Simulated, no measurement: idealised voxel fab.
Process module under the name voxel capacitor over wiring
It is cross-section cut that appears here, measuring 190 nm in width, its square cells being 5 nm in size.
Cross-section = grid of square cells, listed top down in bands; band = one or more rows.
It is stipulated that each band's entry specify, in nanometres, the height of the top of the band and then that of its bottom, followed by the materials of the band in left-to-right sequence, each together with its width in nanometres. A single material marked by the word "full width" is understood to fill the band from edge to edge; the word "air" is understood to denote empty space.
Counting heights begins at 0, where everything beneath is, in the wafer as received, one material. The lowest band has no bottom; it goes on downwards, as "0 nm and below" shows.
Think of "30..40" as a width that walks from the first number to the second as you go down the band, top row to bottom row, taking equal-sized steps from row to row.
Step note "nothing different" = no cross-section cell changed.
Any empty space of 8 cells or more lacking an open way to the top shows up in "Closed void list" as width x height at distance, distance from the left edge, in nm.
What comes after the settings on a step's line is commentary from the simulator itself on that step.
For masked steps, "overlay nm" on the step line gives how far right of plan the mask actually lay; a minus sign means it lay to the left.
-- Steps planned for the process
1: RECEIVE (material Si)
2: CONFORMAL_DEP (material SiO2; thk nm 10)
3: CONFORMAL_DEP (material SiCN; thk nm 5)
4: DIRECTIONAL_DEP (material SiO2; thk nm 20)
5: MASKED_ETCH (tone open; mask id METAL_1; width nm 25; pitch nm 75; etch materials SiO2; depth nm 20; overlay nm 0)
6: MASKED_ETCH (tone open; mask id METAL_1; width nm 25; pitch nm 75; etch materials SiCN; depth nm 5; overlay nm 0)
7: CONFORMAL_DEP (material TiN; thk nm 5)
8: FILL_DEP (material Ru; thk nm 10)
9: CMP (height nm 35)
10: CONFORMAL_DEP (material SiCN; thk nm 5)
11: DIRECTIONAL_DEP (material SiO2; thk nm 20)
12: PATTERN (tone open; mask id PLUG_1; material resist; width nm 15; thk nm 15; overlay nm 0)
13: DIRECTIONAL_ETCH (etch materials SiO2; depth nm 20)
14: DIRECTIONAL_ETCH (etch materials SiCN; depth nm 5)
15: STRIP (etch materials resist)
16: EPI (material Ru; thk nm 10)
17: EPI (material Ru; thk nm 10)
18: EPI (material Ru; thk nm 5)
19: DIRECTIONAL_DEP (material TiN; thk nm 5)
20: DIRECTIONAL_DEP (material SiN; thk nm 5)
21: DIRECTIONAL_DEP (material TiN; thk nm 10)
22: DIRECTIONAL_DEP (material aC; thk nm 10)
23: PATTERN (tone cover; mask id UPPER_PLATE; material resist; width nm 55; thk nm 30; overlay nm 0)
24: DIRECTIONAL_ETCH (etch materials aC; depth nm 10)
25: STRIP (etch materials resist)
26: DIRECTIONAL_ETCH (etch materials TiN; depth nm 10)
27: DIRECTIONAL_ETCH (etch materials SiN; depth nm 5)
28: STRIP (etch materials aC)
29: DIRECTIONAL_DEP (material aC; thk nm 10)
30: PATTERN (tone cover; mask id LOWER_PLATE; material resist; width nm 65; thk nm 30; overlay nm 0)
31: DIRECTIONAL_ETCH (etch materials aC; depth nm 10)
32: STRIP (etch materials resist)
33: DIRECTIONAL_ETCH (etch materials TiN; depth nm 5)
34: STRIP (etch materials aC)
35: FILL_DEP (material SiO2; thk nm 20)
36: CMP (height nm 95)
37: MASKED_ETCH (tone open; mask id PLUG_2; width nm 15; etch materials SiO2; depth nm 15; overlay nm 0)
38: CONFORMAL_DEP (material TiN; thk nm 5)
39: FILL_DEP (material Ru; thk nm 5)
40: CMP (height nm 95)
41: CONFORMAL_DEP (material SiN; thk nm 5)
-- Cross-section, incoming material, after step 1
* 0 nm and below = Si full width
* Closed void list: none
-- Wafer cross-section at end of module: start and plan as shown above, one execution error
* 100 nm to 95 nm = SiN full width
* 95 nm to 85 nm = SiO2=65 / TiN=5 / Ru=5 / TiN=5 / SiO2=110
* 85 nm to 80 nm = SiO2=65 / TiN=15 / SiO2=110
* 80 nm to 70 nm = SiO2=55 / TiN=55 / SiO2=80
* 70 nm to 65 nm = SiO2=55 / SiN=55 / SiO2=80
* 65 nm to 60 nm = SiO2=50 / TiN=65 / SiO2=75
* 60 nm to 40 nm = SiO2=55 / Ru=15 / SiO2=120
* 40 nm to 35 nm = SiCN=55 / Ru=15 / SiCN=120
* 35 nm to 30 nm = TiN=50 / Ru=15 / TiN=60 / Ru=15 / TiN=50
* 30 nm to 15 nm = SiO2=45 / TiN=5 / Ru=15 / TiN=5 / SiO2=50 / TiN=5 / Ru=15 / TiN=5 / SiO2=45
* 15 nm to 10 nm = SiO2=45 / TiN=25 / SiO2=50 / TiN=25 / SiO2=45
* 10 nm to 0 nm = SiO2 full width
* 0 nm and below = Si full width
* Closed void list: none
Misprocessing identified: step 3 from the plan never happened, it was just skipped
